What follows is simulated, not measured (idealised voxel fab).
Process module heading - voxel trench capacitor
Displayed cross-section: cut, width of 145 nm, square cells sized 5 nm.
Each cross-section below is a grid of square cells, stated as bands in top-down order, with one or more rows of cells making up each band.
Band: top and bottom heights (nm) first, top before bottom; then materials from left to right, widths in nm. "edge to edge" marks a sole material filling the band edge to edge. "empty" denotes empty space.
Counting heights begins at 0, where everything beneath is, in the wafer as received, one material. The lowest band has no bottom; it goes on downwards, as "0 down" shows.
A width given as "30 to 40" starts at the first number in the band's top row and ends at the second number in its bottom row, shifting by an equal amount at every step from row to row.
When a step is marked "no alteration", none of the cells in the cross-section changed during that step.
Each empty space that has no open way to the top and spans at least 8 cells appears under "Sealed cavities" as width x height at distance, the distance counted from the left edge, all in nm.
Post-settings text on a step line: simulator's own remark regarding the step.
overlay nm: mask right of planned place by this much (step with mask). Neg. = left.
**Below is the list of planned process steps**
1,op RECEIVE | material Si
2,op CONFORMAL_DEP | material SiN | thk nm 5
3,op DIRECTIONAL_DEP | material aC | thk nm 15
4,op PATTERN | tone open | mask id TRENCH | material resist | width nm 20 | pitch nm 35 | thk nm 35 | overlay nm -15
5,op DIRECTIONAL_ETCH | etch materials aC | depth nm 15
6,op STRIP | etch materials resist
7,op DIRECTIONAL_ETCH | etch materials SiN | depth nm 5
8,op DIRECTIONAL_ETCH | etch materials Si | depth nm 35
9,op STRIP | etch materials aC
10,op CONFORMAL_DEP | material SiO2 | thk nm 5
11,op FILL_DEP | material polySi | thk nm 10
12,op CMP | height nm 5
Quick note for whoever runs this: the wafers start identical, but the overlay nm at step 4 isn't the same across them. The plan just shows what the first wafer had.
**first wafer as received, after step 1**
0 down  Si edge to edge
Sealed cavities: none
**The figure below presents a cross-section of the first of several wafers at the conclusion of the module, following its last step, step 12**
5 to 0  SiN 30 | SiO2 5 | polySi 10 | SiO2 5 | SiN 15 | SiO2 5 | polySi 10 | SiO2 5 | SiN 60
0 to -30  Si 30 | SiO2 5 | polySi 10 | SiO2 5 | Si 15 | SiO2 5 | polySi 10 | SiO2 5 | Si 60
-30 to -35  Si 30 | SiO2 20 | Si 15 | SiO2 20 | Si 60
-35 down  Si edge to edge
Sealed cavities: none
**Cross-sectional view, end of module, last wafer of several**
5 to 0  SiN 60 | SiO2 5 | polySi 10 | SiO2 5 | SiN 15 | SiO2 5 | polySi 10 | SiO2 5 | SiN 30
0 to -30  Si 60 | SiO2 5 | polySi 10 | SiO2 5 | Si 15 | SiO2 5 | polySi 10 | SiO2 5 | Si 30
-30 to -35  Si 60 | SiO2 20 | Si 15 | SiO2 20 | Si 30
-35 down  Si edge to edge
Sealed cavities: none
**Here is how to read the rows: every wafer has a row, and it shows the wafer at the end of the module, giving for each material how many cells were gained (+) or lost (-) since the wafer was received, then listing its closed voids**
overlay nm -15 | -56 Si | +21 SiN | +36 SiO2 | +28 polySi | Sealed cavities: none
overlay nm -10 | -56 Si | +21 SiN | +36 SiO2 | +28 polySi | Sealed cavities: none
overlay nm -5 | -56 Si | +21 SiN | +36 SiO2 | +28 polySi | Sealed cavities: none
overlay nm 0 | -56 Si | +21 SiN | +36 SiO2 | +28 polySi | Sealed cavities: none
overlay nm 5 | -56 Si | +21 SiN | +36 SiO2 | +28 polySi | Sealed cavities: none
overlay nm 10 | -56 Si | +21 SiN | +36 SiO2 | +28 polySi | Sealed cavities: none
overlay nm 15 | -56 Si | +21 SiN | +36 SiO2 | +28 polySi | Sealed cavities: none
